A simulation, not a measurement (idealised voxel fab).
process module | voxel wiring stack
cross-section cut | 160 nm wide | cells 5 nm
A cross-section is a grid of square cells, given in bands from the top down. A band is one or more rows of cells.
Each band's line starts with the height of the band's top and of its bottom, in nm. Then come its materials from left to right, each with its width in nm. One material with "throughout" fills the band from edge to edge. "air" is empty space.
Height 0 is the level under which the wafer as received is all one material. The lowest band goes on downwards, as in "0 down".
A width such as "30 to 40" changes by the same amount from each row of cells to the next, from the band's top row to its bottom row.
"no change" after a step means that no cell of the cross-section changed.
closed voids: empty space of 8 cells or more with no open way to the top, each as width x height at its distance from the left edge, in nm
after a step's settings: what the simulator itself notes on the step
overlay nm, on a step with a mask: how far to the right of its planned place the mask lay; to the left if negative
plan
1 op RECEIVE | material Si
2 op CONFORMAL_DEP | material SiO2 | thk nm 10
3 op DIRECTIONAL_DEP | material TiN | thk nm 5
4 op DIRECTIONAL_DEP | material Ru | thk nm 25
5 op MASKED_ETCH | tone cover | mask id METAL_1 | width nm 25 | pitch nm 50 | etch materials Ru | depth nm 25 | overlay nm 0
6 op MASKED_ETCH | tone cover | mask id METAL_1 | width nm 25 | pitch nm 50 | etch materials TiN | depth nm 5 | overlay nm 0
7 op CONFORMAL_DEP | material SiN | thk nm 5
8 op FILL_DEP | material lowk | thk nm 5
9 op CMP | height nm 40
10 op CONFORMAL_DEP | material SiCN | thk nm 5
11 op DIRECTIONAL_DEP | material SiO2 | thk nm 35
12 op DIRECTIONAL_DEP | material aC | thk nm 10
13 op PATTERN | tone open | mask id METAL_2_HOLES | material resist | width nm 15 | pitch nm 100 | thk nm 30 | overlay nm 0
14 op DIRECTIONAL_ETCH | etch materials aC | depth nm 10
15 op STRIP | etch materials resist
16 op DIRECTIONAL_ETCH | etch materials SiO2 | depth nm 35
17 op STRIP | etch materials aC
18 op PATTERN | tone open | mask id METAL_2 | material resist | width nm 25 | pitch nm 50 | thk nm 15 | overlay nm 0
19 op DIRECTIONAL_ETCH | etch materials SiO2 | depth nm 20
20 op DIRECTIONAL_ETCH | etch materials SiCN | depth nm 5
21 op STRIP | etch materials resist
22 op CONFORMAL_DEP | material TiN | thk nm 5
23 op FILL_DEP | material Cu | thk nm 10
24 op CMP | height nm 80
25 op CONFORMAL_DEP | material SiCN | thk nm 5
26 op DIRECTIONAL_DEP | material SiO2 | thk nm 30
27 op MASKED_ETCH | tone open | mask id METAL_3 | width nm 25 | pitch nm 50 | etch materials SiO2 | depth nm 15 | overlay nm 0
28 op DIRECTIONAL_DEP | material aC | thk nm 10
29 op PATTERN | tone open | mask id METAL_3_HOLES | material resist | width nm 15 | pitch nm 100 | thk nm 30 | overlay nm 0
30 op DIRECTIONAL_ETCH | etch materials aC | depth nm 10
31 op STRIP | etch materials resist
32 op DIRECTIONAL_ETCH | etch materials SiO2 | depth nm 15
33 op DIRECTIONAL_ETCH | etch materials SiCN | depth nm 5
34 op STRIP | etch materials aC
35 op CONFORMAL_DEP | material TiN | thk nm 5
36 op FILL_DEP | material Ru | thk nm 5
37 op CMP | height nm 115
38 op CONFORMAL_DEP | material SiCN | thk nm 5
39 op DIRECTIONAL_DEP | material lowk | thk nm 25
40 op DIRECTIONAL_DEP | material aC | thk nm 15
41 op PATTERN | tone open | mask id METAL_4_HOLES | material resist | width nm 15 | pitch nm 100 | thk nm 30 | overlay nm 0
42 op DIRECTIONAL_ETCH | etch materials aC | depth nm 15
43 op STRIP | etch materials resist
44 op DIRECTIONAL_ETCH | etch materials lowk | depth nm 25
45 op STRIP | etch materials aC
46 op DIRECTIONAL_DEP | material aC | thk nm 15
47 op PATTERN | tone open | mask id METAL_4 | material resist | width nm 25 | pitch nm 50 | thk nm 30 | overlay nm 0
48 op DIRECTIONAL_ETCH | etch materials aC | depth nm 15
49 op STRIP | etch materials resist
50 op DIRECTIONAL_ETCH | etch materials lowk | depth nm 15
51 op DIRECTIONAL_ETCH | etch materials SiCN | depth nm 5
52 op STRIP | etch materials aC
53 op CONFORMAL_DEP | material TiN | thk nm 5
54 op FILL_DEP | material Ru | thk nm 10
55 op CMP | height nm 145
56 op CONFORMAL_DEP | material SiN | thk nm 5
first wafer, as planned
as received, after step 1
  0 down: Si throughout
  closed voids: none
after step 2
  10 to 0: SiO2 throughout
  below 0: unchanged
after step 3
  15 to 10: TiN throughout
  below 10: unchanged
after step 4
  40 to 15: Ru throughout
  below 15: unchanged
after step 5
  40 to 15: air 15 | Ru 25 | air 25 | Ru 25 | air 25 | Ru 25 | air 20
  below 15: unchanged
after step 6
  40 to 15: air 15 | Ru 25 | air 25 | Ru 25 | air 25 | Ru 25 | air 20
  15 to 10: air 15 | TiN 25 | air 25 | TiN 25 | air 25 | TiN 25 | air 20
  below 10: unchanged
after step 7
  45 to 40: air 10 | SiN 35 | air 15 | SiN 35 | air 15 | SiN 35 | air 15
  40 to 15: air 10 | SiN 5 | Ru 25 | SiN 5 | air 15 | SiN 5 | Ru 25 | SiN 5 | air 15 | SiN 5 | Ru 25 | SiN 5 | air 15
  15 to 10: SiN 15 | TiN 25 | SiN 25 | TiN 25 | SiN 25 | TiN 25 | SiN 20
  below 10: unchanged
after step 8
  50 to 45: lowk throughout
  45 to 40: lowk 10 | SiN 35 | lowk 15 | SiN 35 | lowk 15 | SiN 35 | lowk 15
  40 to 15: lowk 10 | SiN 5 | Ru 25 | SiN 5 | lowk 15 | SiN 5 | Ru 25 | SiN 5 | lowk 15 | SiN 5 | Ru 25 | SiN 5 | lowk 15
  below 15: unchanged
after step 9
  40 to 15: lowk 10 | SiN 5 | Ru 25 | SiN 5 | lowk 15 | SiN 5 | Ru 25 | SiN 5 | lowk 15 | SiN 5 | Ru 25 | SiN 5 | lowk 15
  below 15: unchanged
after step 10
  45 to 40: SiCN throughout
  below 40: unchanged
after step 11
  80 to 45: SiO2 throughout
  below 45: unchanged
after step 12
  90 to 80: aC throughout
  below 80: unchanged
after step 13
  120 to 90: resist 15 | air 15 | resist 85 | air 15 | resist 30
  below 90: unchanged
after step 14
  110 to 90: resist 15 | air 15 | resist 85 | air 15 | resist 30
  90 to 80: aC 15 | air 15 | aC 85 | air 15 | aC 30
  below 80: unchanged
after step 15
  90 to 80: aC 15 | air 15 | aC 85 | air 15 | aC 30
  below 80: unchanged
after step 16
  90 to 80: aC 15 | air 15 | aC 85 | air 15 | aC 30
  80 to 45: SiO2 15 | air 15 | SiO2 85 | air 15 | SiO2 30
  below 45: unchanged
after step 17
  80 to 45: SiO2 15 | air 15 | SiO2 85 | air 15 | SiO2 30
  below 45: unchanged
after step 18
  95 to 80: resist 15 | air 25 | resist 25 | air 25 | resist 25 | air 25 | resist 20
  below 80: unchanged
after step 19
  95 to 80: resist 15 | air 25 | resist 25 | air 25 | resist 25 | air 25 | resist 20
  80 to 60: SiO2 15 | air 25 | SiO2 25 | air 25 | SiO2 25 | air 25 | SiO2 20
  below 60: unchanged
after step 20
  95 to 80: resist 15 | air 25 | resist 25 | air 25 | resist 25 | air 25 | resist 20
  80 to 60: SiO2 15 | air 25 | SiO2 25 | air 25 | SiO2 25 | air 25 | SiO2 20
  60 to 45: SiO2 15 | air 15 | SiO2 85 | air 15 | SiO2 30
  45 to 40: SiCN 15 | air 15 | SiCN 85 | air 15 | SiCN 30
  below 40: unchanged
after step 21
  80 to 60: SiO2 15 | air 25 | SiO2 25 | air 25 | SiO2 25 | air 25 | SiO2 20
  below 60: unchanged
after step 22
  85 to 80: TiN 20 | air 15 | TiN 35 | air 15 | TiN 35 | air 15 | TiN 25
  80 to 65: SiO2 15 | TiN 5 | air 15 | TiN 5 | SiO2 25 | TiN 5 | air 15 | TiN 5 | SiO2 25 | TiN 5 | air 15 | TiN 5 | SiO2 20
  65 to 60: SiO2 15 | TiN 5 | air 5 | TiN 15 | SiO2 25 | TiN 25 | SiO2 25 | TiN 5 | air 5 | TiN 15 | SiO2 20
  60 to 45: SiO2 15 | TiN 5 | air 5 | TiN 5 | SiO2 85 | TiN 5 | air 5 | TiN 5 | SiO2 30
  45 to 40: SiCN 15 | TiN 15 | SiCN 85 | TiN 15 | SiCN 30
  below 40: unchanged
after step 23
  95 to 85: Cu throughout
  85 to 80: TiN 20 | Cu 15 | TiN 35 | Cu 15 | TiN 35 | Cu 15 | TiN 25
  80 to 65: SiO2 15 | TiN 5 | Cu 15 | TiN 5 | SiO2 25 | TiN 5 | Cu 15 | TiN 5 | SiO2 25 | TiN 5 | Cu 15 | TiN 5 | SiO2 20
  65 to 60: SiO2 15 | TiN 5 | Cu 5 | TiN 15 | SiO2 25 | TiN 25 | SiO2 25 | TiN 5 | Cu 5 | TiN 15 | SiO2 20
  60 to 45: SiO2 15 | TiN 5 | Cu 5 | TiN 5 | SiO2 85 | TiN 5 | Cu 5 | TiN 5 | SiO2 30
  below 45: unchanged
after step 24
  80 to 65: SiO2 15 | TiN 5 | Cu 15 | TiN 5 | SiO2 25 | TiN 5 | Cu 15 | TiN 5 | SiO2 25 | TiN 5 | Cu 15 | TiN 5 | SiO2 20
  below 65: unchanged
after step 25
  85 to 80: SiCN throughout
  below 80: unchanged
after step 26
  115 to 85: SiO2 throughout
  below 85: unchanged
after step 27
  115 to 100: SiO2 15 | air 25 | SiO2 25 | air 25 | SiO2 25 | air 25 | SiO2 20
  below 100: unchanged
after step 28
  125 to 115: aC 15 | air 25 | aC 25 | air 25 | aC 25 | air 25 | aC 20
  115 to 110: SiO2 15 | air 25 | SiO2 25 | air 25 | SiO2 25 | air 25 | SiO2 20
  110 to 100: SiO2 15 | aC 25 | SiO2 25 | aC 25 | SiO2 25 | aC 25 | SiO2 20
  below 100: unchanged
after step 29
  155 to 125: resist 15 | air 15 | resist 85 | air 15 | resist 30
  125 to 115: aC 15 | air 15 | resist 10 | aC 25 | resist 25 | aC 25 | air 15 | resist 10 | aC 20
  115 to 110: SiO2 15 | air 15 | resist 10 | SiO2 25 | resist 25 | SiO2 25 | air 15 | resist 10 | SiO2 20
  below 110: unchanged
after step 30
  145 to 125: resist 15 | air 15 | resist 85 | air 15 | resist 30
  125 to 115: aC 15 | air 15 | resist 10 | aC 25 | resist 25 | aC 25 | air 15 | resist 10 | aC 20
  115 to 110: SiO2 15 | air 15 | resist 10 | SiO2 25 | resist 25 | SiO2 25 | air 15 | resist 10 | SiO2 20
  110 to 100: SiO2 15 | air 15 | aC 10 | SiO2 25 | aC 25 | SiO2 25 | air 15 | aC 10 | SiO2 20
  below 100: unchanged
after step 31
  125 to 115: aC 15 | air 25 | aC 25 | air 25 | aC 25 | air 25 | aC 20
  115 to 110: SiO2 15 | air 25 | SiO2 25 | air 25 | SiO2 25 | air 25 | SiO2 20
  below 110: unchanged
after step 32
  125 to 115: aC 15 | air 25 | aC 25 | air 25 | aC 25 | air 25 | aC 20
  115 to 110: SiO2 15 | air 25 | SiO2 25 | air 25 | SiO2 25 | air 25 | SiO2 20
  110 to 100: SiO2 15 | air 15 | aC 10 | SiO2 25 | aC 25 | SiO2 25 | air 15 | aC 10 | SiO2 20
  100 to 85: SiO2 15 | air 15 | SiO2 85 | air 15 | SiO2 30
  below 85: unchanged
after step 33
  125 to 115: aC 15 | air 25 | aC 25 | air 25 | aC 25 | air 25 | aC 20
  115 to 110: SiO2 15 | air 25 | SiO2 25 | air 25 | SiO2 25 | air 25 | SiO2 20
  110 to 100: SiO2 15 | air 15 | aC 10 | SiO2 25 | aC 25 | SiO2 25 | air 15 | aC 10 | SiO2 20
  100 to 85: SiO2 15 | air 15 | SiO2 85 | air 15 | SiO2 30
  85 to 80: SiCN 15 | air 15 | SiCN 85 | air 15 | SiCN 30
  below 80: unchanged
after step 34
  115 to 100: SiO2 15 | air 25 | SiO2 25 | air 25 | SiO2 25 | air 25 | SiO2 20
  below 100: unchanged
after step 35
  120 to 115: TiN 20 | air 15 | TiN 35 | air 15 | TiN 35 | air 15 | TiN 25
  115 to 105: SiO2 15 | TiN 5 | air 15 | TiN 5 | SiO2 25 | TiN 5 | air 15 | TiN 5 | SiO2 25 | TiN 5 | air 15 | TiN 5 | SiO2 20
  105 to 100: SiO2 15 | TiN 5 | air 5 | TiN 15 | SiO2 25 | TiN 25 | SiO2 25 | TiN 5 | air 5 | TiN 15 | SiO2 20
  100 to 85: SiO2 15 | TiN 5 | air 5 | TiN 5 | SiO2 85 | TiN 5 | air 5 | TiN 5 | SiO2 30
  85 to 80: SiCN 15 | TiN 15 | SiCN 85 | TiN 15 | SiCN 30
  below 80: unchanged
after step 36
  125 to 120: Ru throughout
  120 to 115: TiN 20 | Ru 15 | TiN 35 | Ru 15 | TiN 35 | Ru 15 | TiN 25
  115 to 105: SiO2 15 | TiN 5 | Ru 15 | TiN 5 | SiO2 25 | TiN 5 | Ru 15 | TiN 5 | SiO2 25 | TiN 5 | Ru 15 | TiN 5 | SiO2 20
  105 to 100: SiO2 15 | TiN 5 | Ru 5 | TiN 15 | SiO2 25 | TiN 25 | SiO2 25 | TiN 5 | Ru 5 | TiN 15 | SiO2 20
  100 to 85: SiO2 15 | TiN 5 | Ru 5 | TiN 5 | SiO2 85 | TiN 5 | Ru 5 | TiN 5 | SiO2 30
  below 85: unchanged
after step 37
  115 to 105: SiO2 15 | TiN 5 | Ru 15 | TiN 5 | SiO2 25 | TiN 5 | Ru 15 | TiN 5 | SiO2 25 | TiN 5 | Ru 15 | TiN 5 | SiO2 20
  below 105: unchanged
after step 38
  120 to 115: SiCN throughout
  below 115: unchanged
after step 39
  145 to 120: lowk throughout
  below 120: unchanged
after step 40
  160 to 145: aC throughout
  below 145: unchanged
after step 41
  190 to 160: resist 15 | air 15 | resist 85 | air 15 | resist 30
  below 160: unchanged
after step 42
  175 to 160: resist 15 | air 15 | resist 85 | air 15 | resist 30
  160 to 145: aC 15 | air 15 | aC 85 | air 15 | aC 30
  below 145: unchanged
after step 43
  160 to 145: aC 15 | air 15 | aC 85 | air 15 | aC 30
  below 145: unchanged
after step 44
  160 to 145: aC 15 | air 15 | aC 85 | air 15 | aC 30
  145 to 120: lowk 15 | air 15 | lowk 85 | air 15 | lowk 30
  below 120: unchanged
after step 45
  145 to 120: lowk 15 | air 15 | lowk 85 | air 15 | lowk 30
  below 120: unchanged
after step 46
  160 to 145: aC 15 | air 15 | aC 85 | air 15 | aC 30
  145 to 135: lowk 15 | air 15 | lowk 85 | air 15 | lowk 30
  135 to 120: lowk 15 | aC 15 | lowk 85 | aC 15 | lowk 30
  below 120: unchanged
after step 47
  190 to 160: resist 15 | air 25 | resist 25 | air 25 | resist 25 | air 25 | resist 20
  below 160: unchanged
after step 48
  175 to 160: resist 15 | air 25 | resist 25 | air 25 | resist 25 | air 25 | resist 20
  160 to 145: aC 15 | air 25 | aC 25 | air 25 | aC 25 | air 25 | aC 20
  145 to 120: lowk 15 | air 15 | lowk 85 | air 15 | lowk 30
  below 120: unchanged
after step 49
  160 to 145: aC 15 | air 25 | aC 25 | air 25 | aC 25 | air 25 | aC 20
  below 145: unchanged
after step 50
  160 to 145: aC 15 | air 25 | aC 25 | air 25 | aC 25 | air 25 | aC 20
  145 to 130: lowk 15 | air 25 | lowk 25 | air 25 | lowk 25 | air 25 | lowk 20
  below 130: unchanged
after step 51
  160 to 145: aC 15 | air 25 | aC 25 | air 25 | aC 25 | air 25 | aC 20
  145 to 130: lowk 15 | air 25 | lowk 25 | air 25 | lowk 25 | air 25 | lowk 20
  130 to 120: lowk 15 | air 15 | lowk 85 | air 15 | lowk 30
  120 to 115: SiCN 15 | air 15 | SiCN 85 | air 15 | SiCN 30
  below 115: unchanged
after step 52
  145 to 130: lowk 15 | air 25 | lowk 25 | air 25 | lowk 25 | air 25 | lowk 20
  below 130: unchanged
after step 53
  150 to 145: TiN 20 | air 15 | TiN 35 | air 15 | TiN 35 | air 15 | TiN 25
  145 to 135: lowk 15 | TiN 5 | air 15 | TiN 5 | lowk 25 | TiN 5 | air 15 | TiN 5 | lowk 25 | TiN 5 | air 15 | TiN 5 | lowk 20
  135 to 130: lowk 15 | TiN 5 | air 5 | TiN 15 | lowk 25 | TiN 25 | lowk 25 | TiN 5 | air 5 | TiN 15 | lowk 20
  130 to 120: lowk 15 | TiN 5 | air 5 | TiN 5 | lowk 85 | TiN 5 | air 5 | TiN 5 | lowk 30
  120 to 115: SiCN 15 | TiN 15 | SiCN 85 | TiN 15 | SiCN 30
  below 115: unchanged
after step 54
  160 to 150: Ru throughout
  150 to 145: TiN 20 | Ru 15 | TiN 35 | Ru 15 | TiN 35 | Ru 15 | TiN 25
  145 to 135: lowk 15 | TiN 5 | Ru 15 | TiN 5 | lowk 25 | TiN 5 | Ru 15 | TiN 5 | lowk 25 | TiN 5 | Ru 15 | TiN 5 | lowk 20
  135 to 130: lowk 15 | TiN 5 | Ru 5 | TiN 15 | lowk 25 | TiN 25 | lowk 25 | TiN 5 | Ru 5 | TiN 15 | lowk 20
  130 to 120: lowk 15 | TiN 5 | Ru 5 | TiN 5 | lowk 85 | TiN 5 | Ru 5 | TiN 5 | lowk 30
  below 120: unchanged
after step 55
  145 to 135: lowk 15 | TiN 5 | Ru 15 | TiN 5 | lowk 25 | TiN 5 | Ru 15 | TiN 5 | lowk 25 | TiN 5 | Ru 15 | TiN 5 | lowk 20
  below 135: unchanged
after step 56
  150 to 145: SiN throughout
  below 145: unchanged
second wafer: like start, like plan, one mistake. Through step 28 it matches the first wafer
when step 29 should have ended
  155 to 125: resist 25 | air 15 | resist 85 | air 15 | resist 20
  125 to 115: aC 15 | resist 10 | air 15 | aC 25 | resist 25 | aC 25 | resist 10 | air 15 | aC 20
  115 to 110: SiO2 15 | resist 10 | air 15 | SiO2 25 | resist 25 | SiO2 25 | resist 10 | air 15 | SiO2 20
  below 110: unchanged
when step 30 should have ended
  145 to 125: resist 25 | air 15 | resist 85 | air 15 | resist 20
  125 to 115: aC 15 | resist 10 | air 15 | aC 25 | resist 25 | aC 25 | resist 10 | air 15 | aC 20
  115 to 110: SiO2 15 | resist 10 | air 15 | SiO2 25 | resist 25 | SiO2 25 | resist 10 | air 15 | SiO2 20
  110 to 100: SiO2 15 | aC 10 | air 15 | SiO2 25 | aC 25 | SiO2 25 | aC 10 | air 15 | SiO2 20
  below 100: unchanged
when step 31 should have ended
  125 to 115: aC 15 | air 25 | aC 25 | air 25 | aC 25 | air 25 | aC 20
  115 to 110: SiO2 15 | air 25 | SiO2 25 | air 25 | SiO2 25 | air 25 | SiO2 20
  below 110: unchanged
when step 32 should have ended
  125 to 115: aC 15 | air 25 | aC 25 | air 25 | aC 25 | air 25 | aC 20
  115 to 110: SiO2 15 | air 25 | SiO2 25 | air 25 | SiO2 25 | air 25 | SiO2 20
  110 to 100: SiO2 15 | aC 10 | air 15 | SiO2 25 | aC 25 | SiO2 25 | aC 10 | air 15 | SiO2 20
  100 to 85: SiO2 25 | air 15 | SiO2 85 | air 15 | SiO2 20
  below 85: unchanged
when step 33 should have ended
  125 to 115: aC 15 | air 25 | aC 25 | air 25 | aC 25 | air 25 | aC 20
  115 to 110: SiO2 15 | air 25 | SiO2 25 | air 25 | SiO2 25 | air 25 | SiO2 20
  110 to 100: SiO2 15 | aC 10 | air 15 | SiO2 25 | aC 25 | SiO2 25 | aC 10 | air 15 | SiO2 20
  100 to 85: SiO2 25 | air 15 | SiO2 85 | air 15 | SiO2 20
  85 to 80: SiCN 25 | air 15 | SiCN 85 | air 15 | SiCN 20
  below 80: unchanged
when step 34 should have ended
  115 to 100: SiO2 15 | air 25 | SiO2 25 | air 25 | SiO2 25 | air 25 | SiO2 20
  below 100: unchanged
when step 35 should have ended
  120 to 115: TiN 20 | air 15 | TiN 35 | air 15 | TiN 35 | air 15 | TiN 25
  115 to 105: SiO2 15 | TiN 5 | air 15 | TiN 5 | SiO2 25 | TiN 5 | air 15 | TiN 5 | SiO2 25 | TiN 5 | air 15 | TiN 5 | SiO2 20
  105 to 100: SiO2 15 | TiN 15 | air 5 | TiN 5 | SiO2 25 | TiN 25 | SiO2 25 | TiN 15 | air 5 | TiN 5 | SiO2 20
  100 to 85: SiO2 25 | TiN 5 | air 5 | TiN 5 | SiO2 85 | TiN 5 | air 5 | TiN 5 | SiO2 20
  85 to 80: SiCN 25 | TiN 15 | SiCN 85 | TiN 15 | SiCN 20
  below 80: unchanged
when step 36 should have ended
  125 to 120: Ru throughout
  120 to 115: TiN 20 | Ru 15 | TiN 35 | Ru 15 | TiN 35 | Ru 15 | TiN 25
  115 to 105: SiO2 15 | TiN 5 | Ru 15 | TiN 5 | SiO2 25 | TiN 5 | Ru 15 | TiN 5 | SiO2 25 | TiN 5 | Ru 15 | TiN 5 | SiO2 20
  105 to 100: SiO2 15 | TiN 15 | Ru 5 | TiN 5 | SiO2 25 | TiN 25 | SiO2 25 | TiN 15 | Ru 5 | TiN 5 | SiO2 20
  100 to 85: SiO2 25 | TiN 5 | Ru 5 | TiN 5 | SiO2 85 | TiN 5 | Ru 5 | TiN 5 | SiO2 20
  below 85: unchanged
when step 37 should have ended
  115 to 105: SiO2 15 | TiN 5 | Ru 15 | TiN 5 | SiO2 25 | TiN 5 | Ru 15 | TiN 5 | SiO2 25 | TiN 5 | Ru 15 | TiN 5 | SiO2 20
  below 105: unchanged
when step 38 should have ended
  120 to 115: SiCN throughout
  below 115: unchanged
when step 39 should have ended
  145 to 120: lowk throughout
  below 120: unchanged
when step 40 should have ended
  160 to 145: aC throughout
  below 145: unchanged
when step 41 should have ended
  190 to 160: resist 15 | air 15 | resist 85 | air 15 | resist 30
  below 160: unchanged
when step 42 should have ended
  175 to 160: resist 15 | air 15 | resist 85 | air 15 | resist 30
  160 to 145: aC 15 | air 15 | aC 85 | air 15 | aC 30
  below 145: unchanged
when step 43 should have ended
  160 to 145: aC 15 | air 15 | aC 85 | air 15 | aC 30
  below 145: unchanged
when step 44 should have ended
  160 to 145: aC 15 | air 15 | aC 85 | air 15 | aC 30
  145 to 120: lowk 15 | air 15 | lowk 85 | air 15 | lowk 30
  below 120: unchanged
when step 45 should have ended
  145 to 120: lowk 15 | air 15 | lowk 85 | air 15 | lowk 30
  below 120: unchanged
when step 46 should have ended
  160 to 145: aC 15 | air 15 | aC 85 | air 15 | aC 30
  145 to 135: lowk 15 | air 15 | lowk 85 | air 15 | lowk 30
  135 to 120: lowk 15 | aC 15 | lowk 85 | aC 15 | lowk 30
  below 120: unchanged
when step 47 should have ended
  190 to 160: resist 15 | air 25 | resist 25 | air 25 | resist 25 | air 25 | resist 20
  below 160: unchanged
when step 48 should have ended
  175 to 160: resist 15 | air 25 | resist 25 | air 25 | resist 25 | air 25 | resist 20
  160 to 145: aC 15 | air 25 | aC 25 | air 25 | aC 25 | air 25 | aC 20
  145 to 120: lowk 15 | air 15 | lowk 85 | air 15 | lowk 30
  below 120: unchanged
when step 49 should have ended
  160 to 145: aC 15 | air 25 | aC 25 | air 25 | aC 25 | air 25 | aC 20
  below 145: unchanged
when step 50 should have ended
  160 to 145: aC 15 | air 25 | aC 25 | air 25 | aC 25 | air 25 | aC 20
  145 to 130: lowk 15 | air 25 | lowk 25 | air 25 | lowk 25 | air 25 | lowk 20
  below 130: unchanged
when step 51 should have ended
  160 to 145: aC 15 | air 25 | aC 25 | air 25 | aC 25 | air 25 | aC 20
  145 to 130: lowk 15 | air 25 | lowk 25 | air 25 | lowk 25 | air 25 | lowk 20
  130 to 120: lowk 15 | air 15 | lowk 85 | air 15 | lowk 30
  120 to 115: SiCN 15 | air 15 | SiCN 85 | air 15 | SiCN 30
  below 115: unchanged
when step 52 should have ended
  145 to 130: lowk 15 | air 25 | lowk 25 | air 25 | lowk 25 | air 25 | lowk 20
  below 130: unchanged
when step 53 should have ended
  150 to 145: TiN 20 | air 15 | TiN 35 | air 15 | TiN 35 | air 15 | TiN 25
  145 to 135: lowk 15 | TiN 5 | air 15 | TiN 5 | lowk 25 | TiN 5 | air 15 | TiN 5 | lowk 25 | TiN 5 | air 15 | TiN 5 | lowk 20
  135 to 130: lowk 15 | TiN 5 | air 5 | TiN 15 | lowk 25 | TiN 25 | lowk 25 | TiN 5 | air 5 | TiN 15 | lowk 20
  130 to 120: lowk 15 | TiN 5 | air 5 | TiN 5 | lowk 85 | TiN 5 | air 5 | TiN 5 | lowk 30
  120 to 115: SiCN 15 | TiN 15 | SiCN 85 | TiN 15 | SiCN 30
  below 115: unchanged
when step 54 should have ended
  160 to 150: Ru throughout
  150 to 145: TiN 20 | Ru 15 | TiN 35 | Ru 15 | TiN 35 | Ru 15 | TiN 25
  145 to 135: lowk 15 | TiN 5 | Ru 15 | TiN 5 | lowk 25 | TiN 5 | Ru 15 | TiN 5 | lowk 25 | TiN 5 | Ru 15 | TiN 5 | lowk 20
  135 to 130: lowk 15 | TiN 5 | Ru 5 | TiN 15 | lowk 25 | TiN 25 | lowk 25 | TiN 5 | Ru 5 | TiN 15 | lowk 20
  130 to 120: lowk 15 | TiN 5 | Ru 5 | TiN 5 | lowk 85 | TiN 5 | Ru 5 | TiN 5 | lowk 30
  below 120: unchanged
when step 55 should have ended
  145 to 135: lowk 15 | TiN 5 | Ru 15 | TiN 5 | lowk 25 | TiN 5 | Ru 15 | TiN 5 | lowk 25 | TiN 5 | Ru 15 | TiN 5 | lowk 20
  below 135: unchanged
when step 56 should have ended
  150 to 145: SiN throughout
  below 145: unchanged
what went wrong: step 29 ran as: op PATTERN | tone open | mask id METAL_3_HOLES | material resist | width nm 15 | pitch nm 100 | thk nm 30 | overlay nm 10
at the end the second wafer has, in cells: as many of each material as the first, in other places
